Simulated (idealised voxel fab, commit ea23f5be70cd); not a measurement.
You're looking at the process module voxel wiring stack.
The width of the displayed cross-section, cut, is 195 nm; its cells are square, with a size of 5 nm.
When this document writes out a cross-section, it uses a grid of square cells and lists it as bands, beginning at the top and moving down, with a band standing for one or more rows of cells.
Top height, bottom height, nm. Materials left to right, width each, nm. Single material + "throughout" = fills band edge to edge. "blank" = empty.
Height 0 is the level under which the wafer as received is all one material. The lowest band goes on downwards, as in "0 and below".
Width spec "30..40" -> top row of cells at first value, bottom row at second value, equal per-row change in between.
No cell of the cross-section changed in a step that is given as "no alteration".
Entry "Tabulated closed voids". Content: empty spaces with no open connection to the top, size 8 cells or greater. Each: width x height at distance. Distance: from left edge. Unit: nm.
Whatever follows a step's settings on its line is a remark the simulator itself makes about that step.
overlay nm: right-of-plan distance of the mask on a masked step; negative values mean left-of-plan.

[Steps in the process plan]
1 RECEIVE [material Si]
2 CONFORMAL_DEP [material SiO2] [thk nm 10]
3 DIRECTIONAL_DEP [material TiN] [thk nm 5]
4 DIRECTIONAL_DEP [material W] [thk nm 20]
5 MASKED_ETCH [tone cover] [mask id METAL_1] [width nm 25] [pitch nm 40] [etch materials W] [depth nm 20] [overlay nm 0]
6 MASKED_ETCH [tone cover] [mask id METAL_1] [width nm 25] [pitch nm 40] [etch materials TiN] [depth nm 5] [overlay nm 0]
7 CONFORMAL_DEP [material SiN] [thk nm 5]
8 FILL_DEP [material lowk] [thk nm 5]
9 CMP [height nm 35]
10 CONFORMAL_DEP [material SiCN] [thk nm 5]
11 DIRECTIONAL_DEP [material lowk] [thk nm 15]
12 MASKED_ETCH [tone open] [mask id PLUG_1] [width nm 15] [pitch nm 40] [etch materials lowk] [depth nm 15] [overlay nm 0]
13 MASKED_ETCH [tone open] [mask id PLUG_1] [width nm 15] [pitch nm 40] [etch materials SiCN] [depth nm 5] [overlay nm 0]
14 EPI [material Ru] [thk nm 10]
15 EPI [material Ru] [thk nm 10]
16 CONFORMAL_DEP [material SiCN] [thk nm 5]
17 DIRECTIONAL_DEP [material SiO2] [thk nm 20]
18 PATTERN [tone open] [mask id METAL_2] [material resist] [width nm 25] [pitch nm 40] [thk nm 20] [overlay nm 0]
19 DIRECTIONAL_ETCH [etch materials SiO2] [depth nm 20]
20 DIRECTIONAL_ETCH [etch materials SiCN] [depth nm 5]
21 STRIP [etch materials resist]
22 CONFORMAL_DEP [material TiN] [thk nm 5]
23 FILL_DEP [material Ru] [thk nm 5]
24 CMP [height nm 80]
25 CONFORMAL_DEP [material SiCN] [thk nm 5]

[Incoming wafer in cross-section (state: after step 1)]
	0 and below | Si throughout
	Tabulated closed voids: none

[Final wafer profile in cross-section after the module, from the same start and plan as above, with one mistake made during processing]
	85 down to 80 | SiCN throughout
	80 down to 70 | TiN (5) | SiO2 (20) | TiN (5) | Ru (15) | TiN (5) | SiO2 (15) | TiN (5) | Ru (15) | TiN (5) | SiO2 (15) | TiN (5) | Ru (15) | TiN (5) | SiO2 (15) | TiN (5) | Ru (15) | TiN (5) | SiO2 (10) | TiN (5) | Ru (10)
	70 down to 65 | TiN (5) | SiO2 (20) | TiN (5) | Ru (15) | TiN (5) | SiO2 (15) | TiN (5) | Ru (15) | TiN (5) | SiO2 (15) | TiN (5) | Ru (15) | TiN (5) | SiO2 (15) | TiN (5) | Ru (15) | TiN (5) | SiO2 (10) | TiN (15)
	65 down to 60 | SiO2 (25) | TiN (5) | Ru (15) | TiN (5) | SiO2 (15) | TiN (5) | Ru (15) | TiN (5) | SiO2 (15) | TiN (5) | Ru (15) | TiN (5) | SiO2 (15) | TiN (5) | Ru (15) | TiN (5) | SiO2 (25)
	60 down to 55 | SiO2 (5) | SiCN (20) | TiN (25) | SiCN (15) | TiN (25) | SiCN (15) | TiN (25) | SiCN (15) | TiN (25) | SiCN (10) | SiO2 (15)
	55 down to 45 | SiO2 (5) | SiCN (5) | Ru (165) | SiCN (5) | SiO2 (15)
	45 down to 40 | SiCN (10) | Ru (165) | SiCN (20)
	40 down to 35 | SiCN (25) | Ru (15) | SiCN (25) | Ru (15) | SiCN (25) | Ru (15) | SiCN (25) | Ru (15) | SiCN (35)
	35 down to 15 | lowk (20) | SiN (5) | W (25) | SiN (5) | lowk (5) | SiN (5) | W (25) | SiN (5) | lowk (5) | SiN (5) | W (25) | SiN (5) | lowk (5) | SiN (5) | W (25) | SiN (5) | lowk (20)
	15 down to 10 | SiN (25) | TiN (25) | SiN (15) | TiN (25) | SiN (15) | TiN (25) | SiN (15) | TiN (25) | SiN (25)
	10 down to 0 | SiO2 throughout
	0 and below | Si throughout
	Tabulated closed voids: none
Diagnosis: step 11 of the plan did not run at all; it was left out
